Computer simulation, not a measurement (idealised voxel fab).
process module | voxel self aligned contacts
cross-section cut | 150 nm wide | cells 5 nm
A cross-section is a grid of square cells, given in bands from the top down. A band is one or more rows of cells.
Each band's line starts with the height of the band's top and of its bottom, in nm. Then come its materials from left to right, each with its width in nm. One material with "throughout" fills the band from edge to edge. "air" is empty space.
Height 0 is the level under which the wafer as received is all one material. The lowest band goes on downwards, as in "0 down".
A width such as "30 to 40" changes by the same amount from each row of cells to the next, from the band's top row to its bottom row.
"no change" after a step means that no cell of the cross-section changed.
closed voids: empty space of 8 cells or more with no open way to the top, each as width x height at its distance from the left edge, in nm
after a step's settings: what the simulator itself notes on the step
overlay nm, on a step with a mask: how far to the right of its planned place the mask lay; to the left if negative
plan
1 op RECEIVE | material Si
2 op OXIDIZE | depth nm 5
3 op DIRECTIONAL_DEP | material polySi | thk nm 20
4 op DIRECTIONAL_DEP | material SiN | thk nm 20
5 op MASKED_ETCH | tone cover | mask id GATE | width nm 35 | pitch nm 80 | etch materials SiN | depth nm 20 | overlay nm 0
6 op MASKED_ETCH | tone cover | mask id GATE | width nm 35 | pitch nm 80 | etch materials polySi | depth nm 20 | overlay nm 0
7 op CONFORMAL_DEP | material SiN | thk nm 10
8 op DIRECTIONAL_ETCH | etch materials SiN | depth nm 10
9 op FILL_DEP | material SiO2 | thk nm 10
10 op CMP | height nm 45
11 op DIRECTIONAL_DEP | material aC | thk nm 10
12 op PATTERN | tone open | mask id CONTACT | material resist | width nm 65 | thk nm 30 | overlay nm 0
13 op DIRECTIONAL_ETCH | etch materials aC | depth nm 10
14 op STRIP | etch materials resist
15 op DIRECTIONAL_ETCH | etch materials SiO2 | depth nm 50
16 op STRIP | etch materials aC
17 op CONFORMAL_DEP | material TiN | thk nm 5
18 op FILL_DEP | material W | thk nm 10
19 op CMP | height nm 45
20 op CONFORMAL_DEP | material SiN | thk nm 5
as received, after step 1
  0 down: Si throughout
  closed voids: none
a wafer at the end: this start, this plan, one mistake
  50 to 45: SiN throughout
  45 to 40: SiO2 40 | TiN 25 | W 15 | TiN 25 | SiO2 45
  40 to 20: SiO2 5 | SiN 55 | TiN 5 | W 15 | TiN 5 | SiN 55 | SiO2 10
  20 to 5: SiO2 5 | SiN 10 | polySi 35 | SiN 10 | TiN 5 | W 15 | TiN 5 | SiN 10 | polySi 35 | SiN 10 | SiO2 10
  5 to 0: SiO2 5 | SiN 10 | polySi 35 | SiN 10 | TiN 25 | SiN 10 | polySi 35 | SiN 10 | SiO2 10
  0 down: Si throughout
  closed voids: none
what went wrong: step 2 was left out
